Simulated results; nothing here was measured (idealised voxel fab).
The following is a process module called voxel tone inversion.
Shown is cross-section cut, with a width of 165 nm and square cells of size 5 nm.
How to read a cross-section here: the picture is a grid of square cells, written as bands going from the top down, and any band can span one or more rows of cells.
First you get the band's top height and its bottom height, in nm, and then the materials it's made of, left to right, with each width in nm. If you see a single material with "everywhere", that one covers the band edge to edge. "air" is empty space.
The level at which height equals 0 is the one under which the wafer, as it arrives, is entirely one material. No lower edge exists for the bottom band, which continues downward and is notated as in "0 -> down".
When a width is written as two numbers, as in "30..40", the first number is the width in the top row of cells of the band and the second is the width in its bottom row, and the width changes by the same amount from each row to the next.
"nothing different" for a step: no cell of the cross-section changed in that step.
Any empty space of 8 cells or more lacking an open way to the top shows up in "Sealed void list" as width x height at distance, distance from the left edge, in nm.
Post-settings text on a step line: simulator's own remark regarding the step.
The line of a step may include "overlay nm". On a step with a mask, this value is how far to the right of its planned place the mask lay. A negative value means the mask lay to the left.

THE PLANNED PROCESS STEPS ARE ENUMERATED HEREUNDER
1: RECEIVE [material Si]
2: CONFORMAL_DEP [material SiCN] [thk nm 10]
3: DIRECTIONAL_DEP [material polySi] [thk nm 15]
4: PATTERN [tone cover] [mask id POSTS] [material resist] [width nm 15] [pitch nm 30] [thk nm 20] [overlay nm 0]
5: DIRECTIONAL_ETCH [etch materials polySi] [depth nm 15]
6: STRIP [etch materials resist]
7: FILL_DEP [material SiO2] [thk nm 5]
8: CMP [height nm 25]
9: STRIP [etch materials polySi]

THE FOLLOWING PERTAINS TO THE FIRST OF TWO WAFERS, WHICH WAS PROCESSED AS PLANNED

CROSS-SECTION OF THE INCOMING WAFER, STATE AFTER STEP 1
	0 -> down  Si everywhere
	Sealed void list: none

CROSS-SECTION OF THE WAFER AFTER STEP 2
	10 -> 0  SiCN everywhere
	Everything below 0 is unchanged.

CROSS-SECTION OF THE WAFER AFTER STEP 3
	25 -> 10  polySi everywhere
	Everything below 10 is unchanged.

CROSS-SECTION OF THE WAFER AFTER STEP 4
	45 -> 25  air 30  resist 15  air 15  resist 15  air 15  resist 15  air 15  resist 15  air 30
	Everything below 25 is unchanged.

CROSS-SECTION OF THE WAFER AFTER STEP 5
	45 -> 25  air 30  resist 15  air 15  resist 15  air 15  resist 15  air 15  resist 15  air 30
	25 -> 10  air 30  polySi 15  air 15  polySi 15  air 15  polySi 15  air 15  polySi 15  air 30
	Everything below 10 is unchanged.

CROSS-SECTION OF THE WAFER AFTER STEP 6
	25 -> 10  air 30  polySi 15  air 15  polySi 15  air 15  polySi 15  air 15  polySi 15  air 30
	Everything below 10 is unchanged.

CROSS-SECTION OF THE WAFER AFTER STEP 7
	30 -> 25  SiO2 everywhere
	25 -> 10  SiO2 30  polySi 15  SiO2 15  polySi 15  SiO2 15  polySi 15  SiO2 15  polySi 15  SiO2 30
	Everything below 10 is unchanged.

CROSS-SECTION OF THE WAFER AFTER STEP 8
	25 -> 10  SiO2 30  polySi 15  SiO2 15  polySi 15  SiO2 15  polySi 15  SiO2 15  polySi 15  SiO2 30
	Everything below 10 is unchanged.

CROSS-SECTION OF THE WAFER AFTER STEP 9
	25 -> 10  SiO2 30  air 15  SiO2 15  air 15  SiO2 15  air 15  SiO2 15  air 15  SiO2 30
	Everything below 10 is unchanged.

THE REMAINING WAFER, SECOND OF THE TWO, STARTED LIKE THE FIRST AND WAS RUN TO THE SAME PLAN, EXCEPT THAT ONE MISTAKE WAS MADE ALONG THE WAY; THE TWO COINCIDE THROUGH STEP 3, INCLUSIVE

HERE IS THE SECOND WAFER IN CROSS-SECTION AT THE POINT WHERE STEP 4 OF THE PLAN SHOULD HAVE BEEN DONE
	45 -> 25  resist 30  air 15  resist 15  air 15  resist 15  air 15  resist 15  air 15  resist 30
	Everything below 25 is unchanged.

HERE IS THE SECOND WAFER IN CROSS-SECTION AT THE POINT WHERE STEP 5 OF THE PLAN SHOULD HAVE BEEN DONE
	45 -> 25  resist 30  air 15  resist 15  air 15  resist 15  air 15  resist 15  air 15  resist 30
	25 -> 10  polySi 30  air 15  polySi 15  air 15  polySi 15  air 15  polySi 15  air 15  polySi 30
	Everything below 10 is unchanged.

HERE IS THE SECOND WAFER IN CROSS-SECTION AT THE POINT WHERE STEP 6 OF THE PLAN SHOULD HAVE BEEN DONE
	25 -> 10  polySi 30  air 15  polySi 15  air 15  polySi 15  air 15  polySi 15  air 15  polySi 30
	Everything below 10 is unchanged.

HERE IS THE SECOND WAFER IN CROSS-SECTION AT THE POINT WHERE STEP 7 OF THE PLAN SHOULD HAVE BEEN DONE
	30 -> 25  SiO2 everywhere
	25 -> 10  polySi 30  SiO2 15  polySi 15  SiO2 15  polySi 15  SiO2 15  polySi 15  SiO2 15  polySi 30
	Everything below 10 is unchanged.

HERE IS THE SECOND WAFER IN CROSS-SECTION AT THE POINT WHERE STEP 8 OF THE PLAN SHOULD HAVE BEEN DONE
	25 -> 10  polySi 30  SiO2 15  polySi 15  SiO2 15  polySi 15  SiO2 15  polySi 15  SiO2 15  polySi 30
	Everything below 10 is unchanged.

HERE IS THE SECOND WAFER IN CROSS-SECTION AT THE POINT WHERE STEP 9 OF THE PLAN SHOULD HAVE BEEN DONE
	25 -> 10  air 30  SiO2 15  air 15  SiO2 15  air 15  SiO2 15  air 15  SiO2 15  air 30
	Everything below 10 is unchanged.
what went wrong: so step 4 ended up running with a different setting than we planned, it ran as PATTERN [tone open] [mask id POSTS] [material resist] [width nm 15] [pitch nm 30] [thk nm 20] [overlay nm 0]
Heads up, by the end the second wafer has more or fewer cells of some materials compared to the first: SiO2: 27 fewer
